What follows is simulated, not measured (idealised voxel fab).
voxel transistor to metal: a process module
Cross-section cut spans 300 nm and uses square cells 5 nm in size.
For the purposes of this document, a cross-section shall be understood as a grid of square cells, specified as bands listed in top-to-bottom order, each band consisting of one or more rows of cells. This entry defines a band. It first specifies the height of the band's top and the height of its bottom in nm, and then specifies the band's materials from left to right, stating each material with its width in nm. The word "all across" identifies a single material that fills the band from edge to edge, while the word "blank" identifies empty space. Counting heights begins at 0, where everything beneath is, in the wafer as received, one material. The lowest band has no bottom; it goes on downwards, as "top 0, no bottom" shows. Width "30 to 40": first value at the band's top row of cells, second value at its bottom row, equal change from row to row. "everything unchanged" (step): cross-section cells unchanged, all of them. "Catalogued sealed voids" means: voids of 8 cells or more that are shut off from the top with no open way through. Written width x height at distance, distance from the left edge, in nm. That trailing text on a step's line, after the settings, is the simulator's own remark on the step. You can add "overlay nm" to a step's line. For a step with a mask, it describes how far the mask lay to the right of its planned position, and a negative number describes a lay to the left.

# Intended process steps
| 1 | op RECEIVE | material Si |
| 2 | op CONFORMAL_DEP | material SiO2 | thk nm 5 |
| 3 | op CONFORMAL_DEP | material SiN | thk nm 15 |
| 4 | op MASKED_ETCH | tone cover | mask id ACTIVE | width nm 115 | pitch nm 140 | etch materials SiN | depth nm 15 | overlay nm 0 |
| 5 | op MASKED_ETCH | tone cover | mask id ACTIVE | width nm 115 | pitch nm 140 | etch materials SiO2 | depth nm 5 | overlay nm 0 |
| 6 | op MASKED_ETCH | tone cover | mask id ACTIVE | width nm 115 | pitch nm 140 | etch materials Si | depth nm 25 | overlay nm 0 |
| 7 | op FILL_DEP | material SiO2 | thk nm 5 |
| 8 | op CMP | height nm 20 |
| 9 | op SELECTIVE_ETCH | etch materials SiO2 | depth nm 15 |
| 10 | op STRIP | etch materials SiN |
| 11 | op SELECTIVE_ETCH | etch materials SiO2 | depth nm 5 |
| 12 | op OXIDIZE | depth nm 5 |
| 13 | op DIRECTIONAL_DEP | material polySi | thk nm 25 |
| 14 | op DIRECTIONAL_DEP | material SiCN | thk nm 15 |
| 15 | op DIRECTIONAL_DEP | material aC | thk nm 15 |
| 16 | op PATTERN | tone cover | mask id GATE | material resist | width nm 35 | pitch nm 140 | thk nm 30 | overlay nm 0 |
| 17 | op DIRECTIONAL_ETCH | etch materials aC | depth nm 15 |
| 18 | op STRIP | etch materials resist |
| 19 | op DIRECTIONAL_ETCH | etch materials SiCN | depth nm 25 |
| 20 | op DIRECTIONAL_ETCH | etch materials polySi | depth nm 35 |
| 21 | op STRIP | etch materials aC |
| 22 | op CONFORMAL_DEP | material SiO2 | thk nm 5 |
| 23 | op DIRECTIONAL_ETCH | etch materials SiO2 | depth nm 5 |
| 24 | op CONFORMAL_DEP | material SiN | thk nm 10 |
| 25 | op DIRECTIONAL_ETCH | etch materials SiN | depth nm 10 |
| 26 | op DIRECTIONAL_ETCH | etch materials SiO2 | depth nm 5 |
| 27 | op EPI | material nSi | thk nm 5 |
| 28 | op FILL_DEP | material SiO2 | thk nm 10 |
| 29 | op CMP | height nm 25 |
| 30 | op STRIP | etch materials polySi |
| 31 | op SELECTIVE_ETCH | etch materials SiO2 | depth nm 5 |
| 32 | op CONFORMAL_DEP | material HfO2 | thk nm 5 |
| 33 | op CONFORMAL_DEP | material TiN | thk nm 5 |
| 34 | op FILL_DEP | material W | thk nm 5 |
| 35 | op CMP | height nm 20 |
| 36 | op DIRECTIONAL_DEP | material SiO2 | thk nm 15 |
| 37 | op DIRECTIONAL_DEP | material aC | thk nm 10 |
| 38 | op PATTERN | tone open | mask id CONTACT | material resist | width nm 15 | thk nm 25 | overlay nm 0 |
| 39 | op DIRECTIONAL_ETCH | etch materials aC | depth nm 10 |
| 40 | op STRIP | etch materials resist |
| 41 | op DIRECTIONAL_ETCH | etch materials SiO2 | depth nm 35 |
| 42 | op STRIP | etch materials aC |
| 43 | op CONFORMAL_DEP | material TiN | thk nm 5 |
| 44 | op FILL_DEP | material W | thk nm 5 |
| 45 | op CMP | height nm 35 |
| 46 | op DIRECTIONAL_DEP | material TiN | thk nm 5 |
| 47 | op DIRECTIONAL_DEP | material W | thk nm 25 |
| 48 | op DIRECTIONAL_DEP | material aC | thk nm 15 |
| 49 | op PATTERN | tone cover | mask id METAL_1 | material resist | width nm 15 | thk nm 35 | overlay nm 0 |
| 50 | op DIRECTIONAL_ETCH | etch materials aC | depth nm 15 |
| 51 | op STRIP | etch materials resist |
| 52 | op DIRECTIONAL_ETCH | etch materials W | depth nm 25 |
| 53 | op DIRECTIONAL_ETCH | etch materials TiN | depth nm 5 |
| 54 | op STRIP | etch materials aC |
| 55 | op FILL_DEP | material SiO2 | thk nm 10 |
| 56 | op CMP | height nm 65 |
| 57 | op CONFORMAL_DEP | material SiN | thk nm 5 |

# Cross-section of the wafer upon arrival, representing the state reached after step 1
	top 0, no bottom | Si all across
	Catalogued sealed voids: none

# Figure: cross-sectional view of the wafer upon completion of the module, processed from the initial state and according to the plan depicted above, with one error introduced during execution
	top 70, bottom 65 | SiN all across
	top 65, bottom 40 | 30 nm SiO2, 15 nm W, 65 nm SiO2, 15 nm W, 45 nm SiO2, 15 nm W, 65 nm SiO2, 15 nm W, 35 nm SiO2
	top 40, bottom 35 | 30 nm SiO2, 15 nm TiN, 65 nm SiO2, 15 nm TiN, 45 nm SiO2, 15 nm TiN, 65 nm SiO2, 15 nm TiN, 35 nm SiO2
	top 35, bottom 25 | 30 nm SiO2, 5 nm TiN, 5 nm W, 5 nm TiN, 65 nm SiO2, 5 nm TiN, 5 nm W, 5 nm TiN, 45 nm SiO2, 5 nm TiN, 5 nm W, 5 nm TiN, 65 nm SiO2, 5 nm TiN, 5 nm W, 5 nm TiN, 35 nm SiO2
	top 25, bottom 20 | 30 nm SiO2, 15 nm TiN, 65 nm SiO2, 15 nm TiN, 45 nm SiO2, 15 nm TiN, 65 nm SiO2, 15 nm TiN, 35 nm SiO2
	top 20, bottom 5 | 55 nm W, 5 nm TiN, 5 nm HfO2, 10 nm SiN, 5 nm SiO2, 10 nm SiN, 5 nm HfO2, 5 nm TiN, 95 nm W, 5 nm TiN, 5 nm HfO2, 10 nm SiN, 5 nm SiO2, 10 nm SiN, 5 nm HfO2, 5 nm TiN, 60 nm W
	top 5, bottom 0 | 60 nm TiN, 5 nm HfO2, 10 nm SiN, 5 nm SiO2, 10 nm SiN, 5 nm HfO2, 105 nm TiN, 5 nm HfO2, 10 nm SiN, 5 nm SiO2, 10 nm SiN, 5 nm HfO2, 65 nm TiN
	top 0, bottom -5 | 65 nm HfO2, 10 nm SiO2, 5 nm nSi, 10 nm SiO2, 115 nm HfO2, 10 nm SiO2, 5 nm nSi, 10 nm SiO2, 70 nm HfO2
	top -5, bottom -25 | 20 nm SiO2, 115 nm Si, 25 nm SiO2, 115 nm Si, 25 nm SiO2
	top -25, no bottom | Si all across
	Catalogued sealed voids: none
Finding, execution versus plan: not per plan at step 16, really ran op PATTERN | tone open | mask id GATE | material resist | width nm 35 | pitch nm 140 | thk nm 30 | overlay nm 0
